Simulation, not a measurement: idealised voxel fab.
process module | voxel self aligned vias
cross-section cut | 235 nm wide | cells 5 nm
A cross-section is a grid of square cells, given in bands from the top down. A band is one or more rows of cells.
Each band's line starts with the height of the band's top and of its bottom, in nm. Then come its materials from left to right, each with its width in nm. One material with "throughout" fills the band from edge to edge. "air" is empty space.
Height 0 is the level under which the wafer as received is all one material. The lowest band goes on downwards, as in "0 down".
A width such as "30 to 40" changes by the same amount from each row of cells to the next, from the band's top row to its bottom row.
"no change" after a step means that no cell of the cross-section changed.
closed voids: empty space of 8 cells or more with no open way to the top, each as width x height at its distance from the left edge, in nm
after a step's settings: what the simulator itself notes on the step
overlay nm, on a step with a mask: how far to the right of its planned place the mask lay; to the left if negative
plan
1 op RECEIVE | material Si
2 op CONFORMAL_DEP | material SiO2 | thk nm 10
3 op CONFORMAL_DEP | material SiCN | thk nm 5
4 op DIRECTIONAL_DEP | material lowk | thk nm 20
5 op PATTERN | tone open | mask id LINES | material resist | width nm 20 | pitch nm 60 | thk nm 20 | overlay nm 0
6 op DIRECTIONAL_ETCH | etch materials lowk | depth nm 20
7 op STRIP | etch materials resist
8 op CONFORMAL_DEP | material TiN | thk nm 5
9 op FILL_DEP | material W | thk nm 5
10 op CMP | height nm 35
11 op SELECTIVE_ETCH | etch materials W Ru TiN | depth nm 10
12 op FILL_DEP | material SiN | thk nm 10
13 op CMP | height nm 35
14 op DIRECTIONAL_DEP | material lowk | thk nm 15
15 op PATTERN | tone open | mask id VIAS | material resist | width nm 40 | pitch nm 60 | thk nm 20 | overlay nm 0
16 op DIRECTIONAL_ETCH | etch materials lowk | depth nm 15
17 op DIRECTIONAL_ETCH | etch materials SiN | depth nm 10
18 op STRIP | etch materials resist
19 op CONFORMAL_DEP | material TiN | thk nm 5
20 op FILL_DEP | material W | thk nm 5
21 op CMP | height nm 50
22 op CONFORMAL_DEP | material SiCN | thk nm 5
first wafer, as planned
as received, after step 1
  0 down: Si throughout
  closed voids: none
after step 2
  10 to 0: SiO2 throughout
  below 0: unchanged
after step 3
  15 to 10: SiCN throughout
  below 10: unchanged
after step 4
  35 to 15: lowk throughout
  below 15: unchanged
after step 5
  55 to 35: resist 45 | air 20 | resist 40 | air 20 | resist 40 | air 20 | resist 50
  below 35: unchanged
after step 6
  55 to 35: resist 45 | air 20 | resist 40 | air 20 | resist 40 | air 20 | resist 50
  35 to 15: lowk 45 | air 20 | lowk 40 | air 20 | lowk 40 | air 20 | lowk 50
  below 15: unchanged
after step 7
  35 to 15: lowk 45 | air 20 | lowk 40 | air 20 | lowk 40 | air 20 | lowk 50
  below 15: unchanged
after step 8
  40 to 35: TiN 50 | air 10 | TiN 50 | air 10 | TiN 50 | air 10 | TiN 55
  35 to 20: lowk 45 | TiN 5 | air 10 | TiN 5 | lowk 40 | TiN 5 | air 10 | TiN 5 | lowk 40 | TiN 5 | air 10 | TiN 5 | lowk 50
  20 to 15: lowk 45 | TiN 20 | lowk 40 | TiN 20 | lowk 40 | TiN 20 | lowk 50
  below 15: unchanged
after step 9
  45 to 40: W throughout
  40 to 35: TiN 50 | W 10 | TiN 50 | W 10 | TiN 50 | W 10 | TiN 55
  35 to 20: lowk 45 | TiN 5 | W 10 | TiN 5 | lowk 40 | TiN 5 | W 10 | TiN 5 | lowk 40 | TiN 5 | W 10 | TiN 5 | lowk 50
  below 20: unchanged
after step 10
  35 to 20: lowk 45 | TiN 5 | W 10 | TiN 5 | lowk 40 | TiN 5 | W 10 | TiN 5 | lowk 40 | TiN 5 | W 10 | TiN 5 | lowk 50
  below 20: unchanged
after step 11
  35 to 25: lowk 45 | air 20 | lowk 40 | air 20 | lowk 40 | air 20 | lowk 50
  below 25: unchanged
after step 12
  45 to 35: SiN throughout
  35 to 25: lowk 45 | SiN 20 | lowk 40 | SiN 20 | lowk 40 | SiN 20 | lowk 50
  below 25: unchanged
after step 13
  35 to 25: lowk 45 | SiN 20 | lowk 40 | SiN 20 | lowk 40 | SiN 20 | lowk 50
  below 25: unchanged
after step 14
  50 to 35: lowk throughout
  below 35: unchanged
after step 15
  70 to 50: resist 35 | air 40 | resist 20 | air 40 | resist 20 | air 40 | resist 40
  below 50: unchanged
after step 16
  70 to 50: resist 35 | air 40 | resist 20 | air 40 | resist 20 | air 40 | resist 40
  50 to 35: lowk 35 | air 40 | lowk 20 | air 40 | lowk 20 | air 40 | lowk 40
  below 35: unchanged
after step 17
  70 to 50: resist 35 | air 40 | resist 20 | air 40 | resist 20 | air 40 | resist 40
  50 to 35: lowk 35 | air 40 | lowk 20 | air 40 | lowk 20 | air 40 | lowk 40
  35 to 25: lowk 45 | air 20 | lowk 40 | air 20 | lowk 40 | air 20 | lowk 50
  below 25: unchanged
after step 18
  50 to 35: lowk 35 | air 40 | lowk 20 | air 40 | lowk 20 | air 40 | lowk 40
  below 35: unchanged
after step 19
  55 to 50: TiN 40 | air 30 | TiN 30 | air 30 | TiN 30 | air 30 | TiN 45
  50 to 40: lowk 35 | TiN 5 | air 30 | TiN 5 | lowk 20 | TiN 5 | air 30 | TiN 5 | lowk 20 | TiN 5 | air 30 | TiN 5 | lowk 40
  40 to 30: lowk 35 to 45 | TiN 15 to 5 | air 10 | TiN 15 to 5 | lowk 20 to 40 | TiN 15 to 5 | air 10 | TiN 15 to 5 | lowk 20 to 40 | TiN 15 to 5 | air 10 | TiN 15 to 5 | lowk 40 to 50
  30 to 25: lowk 45 | TiN 20 | lowk 40 | TiN 20 | lowk 40 | TiN 20 | lowk 50
  below 25: unchanged
after step 20
  60 to 55: W throughout
  55 to 50: TiN 40 | W 30 | TiN 30 | W 30 | TiN 30 | W 30 | TiN 45
  50 to 40: lowk 35 | TiN 5 | W 30 | TiN 5 | lowk 20 | TiN 5 | W 30 | TiN 5 | lowk 20 | TiN 5 | W 30 | TiN 5 | lowk 40
  40 to 30: lowk 35 to 45 | TiN 15 to 5 | W 10 | TiN 15 to 5 | lowk 20 to 40 | TiN 15 to 5 | W 10 | TiN 15 to 5 | lowk 20 to 40 | TiN 15 to 5 | W 10 | TiN 15 to 5 | lowk 40 to 50
  below 30: unchanged
after step 21
  50 to 40: lowk 35 | TiN 5 | W 30 | TiN 5 | lowk 20 | TiN 5 | W 30 | TiN 5 | lowk 20 | TiN 5 | W 30 | TiN 5 | lowk 40
  below 40: unchanged
after step 22
  55 to 50: SiCN throughout
  below 50: unchanged
second wafer: like start, like plan, one mistake. Through step 4 it matches the first wafer
when step 5 should have ended
  55 to 35: resist 50 | air 15 | resist 45 | air 15 | resist 45 | air 15 | resist 50
  below 35: unchanged
when step 6 should have ended
  55 to 35: resist 50 | air 15 | resist 45 | air 15 | resist 45 | air 15 | resist 50
  35 to 15: lowk 50 | air 15 | lowk 45 | air 15 | lowk 45 | air 15 | lowk 50
  below 15: unchanged
when step 7 should have ended
  35 to 15: lowk 50 | air 15 | lowk 45 | air 15 | lowk 45 | air 15 | lowk 50
  below 15: unchanged
when step 8 should have ended
  40 to 35: TiN 55 | air 5 | TiN 55 | air 5 | TiN 55 | air 5 | TiN 55
  35 to 20: lowk 50 | TiN 5 | air 5 | TiN 5 | lowk 45 | TiN 5 | air 5 | TiN 5 | lowk 45 | TiN 5 | air 5 | TiN 5 | lowk 50
  20 to 15: lowk 50 | TiN 15 | lowk 45 | TiN 15 | lowk 45 | TiN 15 | lowk 50
  below 15: unchanged
when step 9 should have ended
  45 to 40: W throughout
  40 to 35: TiN 55 | W 5 | TiN 55 | W 5 | TiN 55 | W 5 | TiN 55
  35 to 20: lowk 50 | TiN 5 | W 5 | TiN 5 | lowk 45 | TiN 5 | W 5 | TiN 5 | lowk 45 | TiN 5 | W 5 | TiN 5 | lowk 50
  below 20: unchanged
when step 10 should have ended
  35 to 20: lowk 50 | TiN 5 | W 5 | TiN 5 | lowk 45 | TiN 5 | W 5 | TiN 5 | lowk 45 | TiN 5 | W 5 | TiN 5 | lowk 50
  below 20: unchanged
when step 11 should have ended
  35 to 25: lowk 50 | air 15 | lowk 45 | air 15 | lowk 45 | air 15 | lowk 50
  below 25: unchanged
when step 12 should have ended
  45 to 35: SiN throughout
  35 to 25: lowk 50 | SiN 15 | lowk 45 | SiN 15 | lowk 45 | SiN 15 | lowk 50
  below 25: unchanged
when step 13 should have ended
  35 to 25: lowk 50 | SiN 15 | lowk 45 | SiN 15 | lowk 45 | SiN 15 | lowk 50
  below 25: unchanged
when step 14 should have ended
  50 to 35: lowk throughout
  below 35: unchanged
when step 15 should have ended
  70 to 50: resist 35 | air 40 | resist 20 | air 40 | resist 20 | air 40 | resist 40
  below 50: unchanged
when step 16 should have ended
  70 to 50: resist 35 | air 40 | resist 20 | air 40 | resist 20 | air 40 | resist 40
  50 to 35: lowk 35 | air 40 | lowk 20 | air 40 | lowk 20 | air 40 | lowk 40
  below 35: unchanged
when step 17 should have ended
  70 to 50: resist 35 | air 40 | resist 20 | air 40 | resist 20 | air 40 | resist 40
  50 to 35: lowk 35 | air 40 | lowk 20 | air 40 | lowk 20 | air 40 | lowk 40
  35 to 25: lowk 50 | air 15 | lowk 45 | air 15 | lowk 45 | air 15 | lowk 50
  below 25: unchanged
when step 18 should have ended
  50 to 35: lowk 35 | air 40 | lowk 20 | air 40 | lowk 20 | air 40 | lowk 40
  below 35: unchanged
when step 19 should have ended
  55 to 50: TiN 40 | air 30 | TiN 30 | air 30 | TiN 30 | air 30 | TiN 45
  50 to 40: lowk 35 | TiN 5 | air 30 | TiN 5 | lowk 20 | TiN 5 | air 30 | TiN 5 | lowk 20 | TiN 5 | air 30 | TiN 5 | lowk 40
  40 to 30: lowk 35 to 50 | TiN 20 to 5 | air 5 | TiN 15 to 5 | lowk 20 to 45 | TiN 20 to 5 | air 5 | TiN 15 to 5 | lowk 20 to 45 | TiN 20 to 5 | air 5 | TiN 15 to 5 | lowk 40 to 50
  30 to 25: lowk 50 | TiN 15 | lowk 45 | TiN 15 | lowk 45 | TiN 15 | lowk 50
  below 25: unchanged
when step 20 should have ended
  60 to 55: W throughout
  55 to 50: TiN 40 | W 30 | TiN 30 | W 30 | TiN 30 | W 30 | TiN 45
  50 to 40: lowk 35 | TiN 5 | W 30 | TiN 5 | lowk 20 | TiN 5 | W 30 | TiN 5 | lowk 20 | TiN 5 | W 30 | TiN 5 | lowk 40
  40 to 30: lowk 35 to 50 | TiN 20 to 5 | W 5 | TiN 15 to 5 | lowk 20 to 45 | TiN 20 to 5 | W 5 | TiN 15 to 5 | lowk 20 to 45 | TiN 20 to 5 | W 5 | TiN 15 to 5 | lowk 40 to 50
  below 30: unchanged
when step 21 should have ended
  50 to 40: lowk 35 | TiN 5 | W 30 | TiN 5 | lowk 20 | TiN 5 | W 30 | TiN 5 | lowk 20 | TiN 5 | W 30 | TiN 5 | lowk 40
  below 40: unchanged
when step 22 should have ended
  55 to 50: SiCN throughout
  below 50: unchanged
what went wrong: step 5 ran as: op PATTERN | tone open | mask id LINES | material resist | width nm 15 | pitch nm 60 | thk nm 20 | overlay nm 0
at the end the second wafer has, in cells: 3 fewer of TiN | 9 fewer of W | 12 more of lowk
